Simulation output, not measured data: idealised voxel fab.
process module | voxel air gaps
cross-section cut | 275 nm wide | cells 5 nm
A cross-section is a grid of square cells, given in bands from the top down. A band is one or more rows of cells.
Each band's line starts with the height of the band's top and of its bottom, in nm. Then come its materials from left to right, each with its width in nm. One material with "throughout" fills the band from edge to edge. "air" is empty space.
Height 0 is the level under which the wafer as received is all one material. The lowest band goes on downwards, as in "0 down".
A width such as "30 to 40" changes by the same amount from each row of cells to the next, from the band's top row to its bottom row.
"no change" after a step means that no cell of the cross-section changed.
closed voids: empty space of 8 cells or more with no open way to the top, each as width x height at its distance from the left edge, in nm
after a step's settings: what the simulator itself notes on the step
overlay nm, on a step with a mask: how far to the right of its planned place the mask lay; to the left if negative
plan
1 op RECEIVE | material Si
2 op CONFORMAL_DEP | material SiO2 | thk nm 10
3 op CONFORMAL_DEP | material SiN | thk nm 5
4 op DIRECTIONAL_DEP | material SiO2 | thk nm 35
5 op MASKED_ETCH | tone open | mask id LINES | width nm 20 | pitch nm 50 | etch materials SiO2 | depth nm 35 | overlay nm 0
6 op CONFORMAL_DEP | material TiN | thk nm 5
7 op FILL_DEP | material W | thk nm 10
8 op CMP | height nm 50
9 op EPI | material Ru | thk nm 10
10 op SELECTIVE_ETCH | etch materials SiO2 | depth nm 45
11 op CONFORMAL_DEP | material SiN | thk nm 5
as received, after step 1
  0 down: Si throughout
  closed voids: none
first wafer at the end, as planned
  65 to 60: air 35 | SiN 200 | air 40
  60 to 50: air 35 | SiN 5 | Ru 40 | SiN 10 | Ru 40 | SiN 10 | Ru 40 | SiN 10 | Ru 40 | SiN 5 | air 40
  50 to 45: air 35 | SiN 15 | TiN 5 | W 10 | TiN 5 | SiN 30 | TiN 5 | W 10 | TiN 5 | SiN 30 | TiN 5 | W 10 | TiN 5 | SiN 30 | TiN 5 | W 10 | TiN 5 | SiN 15 | air 40
  45 to 20: air 45 | SiN 5 | TiN 5 | W 10 | TiN 5 | SiN 5 | air 20 | SiN 5 | TiN 5 | W 10 | TiN 5 | SiN 5 | air 20 | SiN 5 | TiN 5 | W 10 | TiN 5 | SiN 5 | air 20 | SiN 5 | TiN 5 | W 10 | TiN 5 | SiN 5 | air 50
  20 to 15: SiN 50 | TiN 20 | SiN 30 | TiN 20 | SiN 30 | TiN 20 | SiN 30 | TiN 20 | SiN 55
  15 to 10: SiN throughout
  10 to 0: SiO2 throughout
  0 down: Si throughout
  closed voids: 20 x 25 at 75; 20 x 25 at 125; 20 x 25 at 175
second wafer at the end: like start, like plan, one mistake
  65 to 60: air 35 | SiN 200 | air 40
  60 to 50: air 35 | SiN 5 | Ru 40 | SiN 10 | Ru 40 | SiN 10 | Ru 40 | SiN 10 | Ru 40 | SiN 5 | air 40
  50 to 20: air 35 | SiN 5 | Ru 10 | TiN 5 | W 10 | TiN 5 | Ru 10 | SiN 10 | Ru 10 | TiN 5 | W 10 | TiN 5 | Ru 10 | SiN 10 | Ru 10 | TiN 5 | W 10 | TiN 5 | Ru 10 | SiN 10 | Ru 10 | TiN 5 | W 10 | TiN 5 | Ru 10 | SiN 5 | air 40
  20 to 15: SiN 40 | Ru 10 | TiN 20 | Ru 10 | SiN 10 | Ru 10 | TiN 20 | Ru 10 | SiN 10 | Ru 10 | TiN 20 | Ru 10 | SiN 10 | Ru 10 | TiN 20 | Ru 10 | SiN 45
  15 to 10: SiN throughout
  10 to 0: SiO2 throughout
  0 down: Si throughout
  closed voids: none
what went wrong: steps 9 and 10 were swapped
at the end the second wafer has, in cells: 112 more of Ru | 32 fewer of SiN
closed voids at the end (first wafer, second wafer): 3, 0
